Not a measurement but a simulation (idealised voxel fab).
process module | voxel transistor to metal
cross-section cut | 275 nm wide | cells 5 nm
A cross-section is a grid of square cells, given in bands from the top down. A band is one or more rows of cells.
Each band's line starts with the height of the band's top and of its bottom, in nm. Then come its materials from left to right, each with its width in nm. One material with "throughout" fills the band from edge to edge. "air" is empty space.
Height 0 is the level under which the wafer as received is all one material. The lowest band goes on downwards, as in "0 down".
A width such as "30 to 40" changes by the same amount from each row of cells to the next, from the band's top row to its bottom row.
"no change" after a step means that no cell of the cross-section changed.
closed voids: empty space of 8 cells or more with no open way to the top, each as width x height at its distance from the left edge, in nm
after a step's settings: what the simulator itself notes on the step
overlay nm, on a step with a mask: how far to the right of its planned place the mask lay; to the left if negative
plan
1 op RECEIVE | material Si
2 op OXIDIZE | depth nm 5
3 op CONFORMAL_DEP | material SiN | thk nm 15
4 op DIRECTIONAL_DEP | material aC | thk nm 15
5 op PATTERN | tone cover | mask id ACTIVE | material resist | width nm 105 | pitch nm 130 | thk nm 30 | overlay nm 0
6 op DIRECTIONAL_ETCH | etch materials aC | depth nm 15
7 op STRIP | etch materials resist
8 op DIRECTIONAL_ETCH | etch materials SiN | depth nm 15
9 op DIRECTIONAL_ETCH | etch materials SiO2 | depth nm 5
10 op DIRECTIONAL_ETCH | etch materials Si | depth nm 25
11 op STRIP | etch materials aC
12 op FILL_DEP | material SiO2 | thk nm 10
13 op CMP | height nm 15
14 op SELECTIVE_ETCH | etch materials SiO2 | depth nm 5
15 op STRIP | etch materials SiN
16 op SELECTIVE_ETCH | etch materials SiO2 | depth nm 5
17 op OXIDIZE | depth nm 5
18 op DIRECTIONAL_DEP | material polySi | thk nm 30
19 op DIRECTIONAL_DEP | material SiCN | thk nm 15
20 op DIRECTIONAL_DEP | material aC | thk nm 10
21 op PATTERN | tone cover | mask id GATE | material resist | width nm 25 | pitch nm 130 | thk nm 30 | overlay nm 0
22 op DIRECTIONAL_ETCH | etch materials aC | depth nm 10
23 op STRIP | etch materials resist
24 op DIRECTIONAL_ETCH | etch materials SiCN | depth nm 25
25 op DIRECTIONAL_ETCH | etch materials polySi | depth nm 40
26 op STRIP | etch materials aC
27 op CONFORMAL_DEP | material SiN | thk nm 5
28 op DIRECTIONAL_ETCH | etch materials SiN | depth nm 5
29 op DIRECTIONAL_ETCH | etch materials SiO2 | depth nm 5
30 op DIRECTIONAL_ETCH | etch materials Si | depth nm 15
31 op EPI | material pSi | thk nm 20
32 op FILL_DEP | material SiO2 | thk nm 5
33 op CMP | height nm 40
34 op DIRECTIONAL_DEP | material SiO2 | thk nm 15
35 op PATTERN | tone open | mask id CONTACT | material resist | width nm 30 | pitch nm 65 | thk nm 15 | overlay nm 0
36 op DIRECTIONAL_ETCH | etch materials SiO2 | depth nm 60
37 op STRIP | etch materials resist
38 op CONFORMAL_DEP | material TiN | thk nm 5
39 op FILL_DEP | material W | thk nm 5
40 op CMP | height nm 55
41 op DIRECTIONAL_DEP | material TiN | thk nm 5
42 op DIRECTIONAL_DEP | material W | thk nm 25
43 op MASKED_ETCH | tone cover | mask id METAL_1 | width nm 15 | etch materials W | depth nm 25 | overlay nm 0
44 op MASKED_ETCH | tone cover | mask id METAL_1 | width nm 15 | etch materials TiN | depth nm 5 | overlay nm 0
45 op CONFORMAL_DEP | material SiCN | thk nm 5
46 op FILL_DEP | material SiO2 | thk nm 5
47 op CMP | height nm 85
48 op CONFORMAL_DEP | material SiN | thk nm 5
as received, after step 1
  0 down: Si throughout
  closed voids: none
first wafer at the end, as planned
  90 to 85: SiN throughout
  85 to 60: SiO2 20 | SiCN 5 | W 15 | SiCN 5 | SiO2 55 | SiCN 5 | W 15 | SiCN 5 | SiO2 25 | SiCN 5 | W 15 | SiCN 5 | SiO2 55 | SiCN 5 | W 15 | SiCN 5 | SiO2 20
  60 to 55: SiCN 25 | TiN 15 | SiCN 65 | TiN 15 | SiCN 35 | TiN 15 | SiCN 65 | TiN 15 | SiCN 25
  55 to 40: SiO2 25 | TiN 5 | W 20 | TiN 5 | SiO2 35 | TiN 5 | W 20 | TiN 5 | SiO2 35 | TiN 5 | W 20 | TiN 5 | SiO2 35 | TiN 5 | W 20 | TiN 5 | SiO2 25
  40 to 25: SiO2 25 | TiN 5 | W 20 | TiN 5 | SiN 5 | SiCN 25 | SiN 5 | TiN 5 | W 20 | TiN 5 | SiO2 35 | TiN 5 | W 20 | TiN 5 | SiN 5 | SiCN 25 | SiN 5 | TiN 5 | W 20 | TiN 5 | SiO2 25
  25 to 15: SiO2 25 | TiN 5 | W 20 | TiN 5 | SiN 5 | polySi 25 | SiN 5 | TiN 5 | W 20 | TiN 5 | SiO2 35 | TiN 5 | W 20 | TiN 5 | SiN 5 | polySi 25 | SiN 5 | TiN 5 | W 20 | TiN 5 | SiO2 25
  15 to 10: SiO2 25 | TiN 30 | SiN 5 | polySi 25 | SiN 5 | TiN 30 | SiO2 35 | TiN 30 | SiN 5 | polySi 25 | SiN 5 | TiN 30 | SiO2 25
  10 to 5: SiO2 25 | TiN 10 | pSi 20 | SiN 5 | polySi 25 | SiN 5 | pSi 20 | TiN 10 | SiO2 35 | TiN 10 | pSi 20 | SiN 5 | polySi 25 | SiN 5 | pSi 20 | TiN 10 | SiO2 25
  5 to -5: SiO2 15 | SiN 5 | SiO2 5 | TiN 10 | pSi 20 | SiN 5 | polySi 25 | SiN 5 | pSi 20 | TiN 10 | SiO2 5 | SiN 5 | SiO2 15 | SiN 5 | SiO2 5 | TiN 10 | pSi 20 | SiN 5 | polySi 25 | SiN 5 | pSi 20 | TiN 10 | SiO2 5 | SiN 5 | SiO2 15
  -5 to -10: SiO2 20 | pSi 35 | SiO2 35 | pSi 35 | SiO2 25 | pSi 35 | SiO2 35 | pSi 35 | SiO2 20
  -10 to -25: SiO2 20 | pSi 35 | Si 35 | pSi 35 | SiO2 25 | pSi 35 | Si 35 | pSi 35 | SiO2 20
  -25 to -30: SiO2 20 | Si 105 | SiO2 25 | Si 105 | SiO2 20
  -30 down: Si throughout
  closed voids: none
second wafer at the end: like start, like plan, one mistake
  90 to 85: SiN throughout
  85 to 60: SiO2 20 | SiCN 5 | W 15 | SiCN 5 | SiO2 55 | SiCN 5 | W 15 | SiCN 5 | SiO2 25 | SiCN 5 | W 15 | SiCN 5 | SiO2 55 | SiCN 5 | W 15 | SiCN 5 | SiO2 20
  60 to 55: SiCN 25 | TiN 15 | SiCN 65 | TiN 15 | SiCN 35 | TiN 15 | SiCN 65 | TiN 15 | SiCN 25
  55 to 40: SiO2 25 | TiN 5 | W 20 | TiN 5 | SiO2 35 | TiN 5 | W 20 | TiN 5 | SiO2 35 | TiN 5 | W 20 | TiN 5 | SiO2 35 | TiN 5 | W 20 | TiN 5 | SiO2 25
  40 to 30: SiO2 25 | TiN 5 | W 20 | TiN 5 | SiN 5 | SiCN 25 | SiN 5 | TiN 5 | W 20 | TiN 5 | SiO2 35 | TiN 5 | W 20 | TiN 5 | SiN 5 | SiCN 25 | SiN 5 | TiN 5 | W 20 | TiN 5 | SiO2 25
  30 to 20: SiO2 25 | TiN 5 | W 20 | TiN 5 | SiN 5 | polySi 25 | SiN 5 | TiN 5 | W 20 | TiN 5 | SiO2 35 | TiN 5 | W 20 | TiN 5 | SiN 5 | polySi 25 | SiN 5 | TiN 5 | W 20 | TiN 5 | SiO2 25
  20 to 15: SiO2 25 | TiN 30 | SiN 5 | polySi 25 | SiN 5 | TiN 30 | SiO2 35 | TiN 30 | SiN 5 | polySi 25 | SiN 5 | TiN 30 | SiO2 25
  15 to 5: SiO2 15 | pSi 40 | SiN 5 | polySi 25 | SiN 5 | pSi 40 | SiO2 15 | pSi 40 | SiN 5 | polySi 25 | SiN 5 | pSi 40 | SiO2 15
  5 to 0: SiO2 15 | pSi 5 | SiN 5 | pSi 30 | SiN 5 | polySi 25 | SiN 5 | pSi 30 | SiN 5 | pSi 5 | SiO2 15 | pSi 5 | SiN 5 | pSi 30 | SiN 5 | polySi 25 | SiN 5 | pSi 30 | SiN 5 | pSi 5 | SiO2 15
  0 to -5: SiO2 25 | pSi 30 | SiO2 35 | pSi 30 | SiO2 35 | pSi 30 | SiO2 35 | pSi 30 | SiO2 25
  -5 to -20: SiO2 20 | Si 5 | pSi 30 | Si 35 | pSi 30 | Si 5 | SiO2 25 | Si 5 | pSi 30 | Si 35 | pSi 30 | Si 5 | SiO2 20
  -20 to -30: SiO2 20 | Si 105 | SiO2 25 | Si 105 | SiO2 20
  -30 down: Si throughout
  closed voids: none
what went wrong: steps 15 and 16 were swapped
at the end the second wafer has, in cells: 54 more of Si | 10 fewer of SiCN | 8 fewer of SiN | 16 fewer of SiO2 | 32 fewer of TiN | 16 fewer of W | 28 more of pSi
